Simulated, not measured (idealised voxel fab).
Process module under the name voxel self aligned contacts
Cross-section cut: width 180 nm, square cells of 5 nm.
Cross-section spec: square-cell grid; bands listed top down; each band is one or more rows.
In this notation a band is specified by the heights of its top and bottom, in that order and in nm, after which its materials appear from left to right, each paired with its width in nm. The word "edge to edge" attached to a single material means that material fills the band from edge to edge; the word "empty" stands for empty space.
Heights are measured from 0, the level below which the as-received wafer is all one material; the lowest band has no bottom and continues downward, written as in "from 0 down".
Width "30 to 40": first value at the band's top row of cells, second value at its bottom row, equal change from row to row.
"no modification" -> step changed no cross-section cell.
So "Closed void entries" is basically the list of trapped voids: any empty space of 8 cells or more that can't reach the top through an opening. They're written width x height at distance, the distance being from the left edge, and it's all nm.
On a step's line, text after the settings is the simulator commenting on that step.
Among the settings permitted on a step's line is "overlay nm"; applied to a step with a mask, it specifies the extent to which the mask lay to the right of its planned position, whereas a negative figure signifies a position to the left.

### Process steps (planned)
| 1 | RECEIVE with material Si |
| 2 | OXIDIZE with depth nm 5 |
| 3 | DIRECTIONAL_DEP with material polySi, thk nm 25 |
| 4 | DIRECTIONAL_DEP with material SiN, thk nm 15 |
| 5 | PATTERN with tone cover, mask id GATE, material resist, width nm 30, pitch nm 60, thk nm 20, overlay nm 0 |
| 6 | DIRECTIONAL_ETCH with etch materials SiN, depth nm 15 |
| 7 | DIRECTIONAL_ETCH with etch materials polySi, depth nm 25 |
| 8 | STRIP with etch materials resist |
| 9 | CONFORMAL_DEP with material SiN, thk nm 5 |
| 10 | DIRECTIONAL_ETCH with etch materials SiN, depth nm 5 |
| 11 | FILL_DEP with material SiO2, thk nm 15 |
| 12 | CMP with height nm 50 |
| 13 | MASKED_ETCH with tone open, mask id CONTACT, width nm 40, etch materials SiO2, depth nm 55, overlay nm 0 |
| 14 | CONFORMAL_DEP with material TiN, thk nm 5 |
| 15 | FILL_DEP with material W, thk nm 5 |
| 16 | CMP with height nm 50 |
| 17 | CONFORMAL_DEP with material SiCN, thk nm 5 |

### Wafer cross-section on receipt, i.e. after step 1
> from 0 down = Si edge to edge
> Closed void entries: none

### First of two wafers at the end of the module, shown in cross-section; run carried out as planned
> from 55 to 50 = SiCN edge to edge
> from 50 to 40 = SiO2 (70)  TiN (5 to 15)  W (30 to 10)  TiN (5 to 15)  SiO2 (70)
> from 40 to 25 = SiO2 (40)  SiN (40)  TiN (5)  W (10)  TiN (5)  SiN (40)  SiO2 (40)
> from 25 to 0 = SiO2 (40)  SiN (5)  polySi (30)  SiN (5)  TiN (5)  W (10)  TiN (5)  SiN (5)  polySi (30)  SiN (5)  SiO2 (40)
> from 0 to -5 = SiO2 (80)  TiN (20)  SiO2 (80)
> from -5 down = Si edge to edge
> Closed void entries: none

### Now the second wafer, cross-sectioned at the end of the module. Nothing different at the start, nothing different in the plan compared with the first, just one mistake when it was actually run
> from 55 to 50 = SiCN edge to edge
> from 50 to 45 = SiO2 (70)  TiN (15)  W (10)  TiN (15)  SiO2 (70)
> from 45 to 30 = SiO2 (40)  SiN (40)  TiN (5)  W (10)  TiN (5)  SiN (40)  SiO2 (40)
> from 30 to 10 = SiO2 (40)  SiN (5)  polySi (30)  SiN (5)  TiN (5)  W (10)  TiN (5)  SiN (5)  polySi (30)  SiN (5)  SiO2 (40)
> from 10 to 5 = SiO2 (40)  SiN (5)  polySi (30)  SiN (5)  TiN (20)  SiN (5)  polySi (30)  SiN (5)  SiO2 (40)
> from 5 to 0 = polySi edge to edge
> from 0 to -5 = SiO2 edge to edge
> from -5 down = Si edge to edge
> Closed void entries: none
What was the processing mistake? rather than as planned, step 3 actually ran as DIRECTIONAL_DEP with material polySi, thk nm 30
End check, counted in cells, second wafer has more or fewer of these materials than the first: 24 fewer of SiO2, 4 fewer of TiN, 8 fewer of W, 36 more of polySi
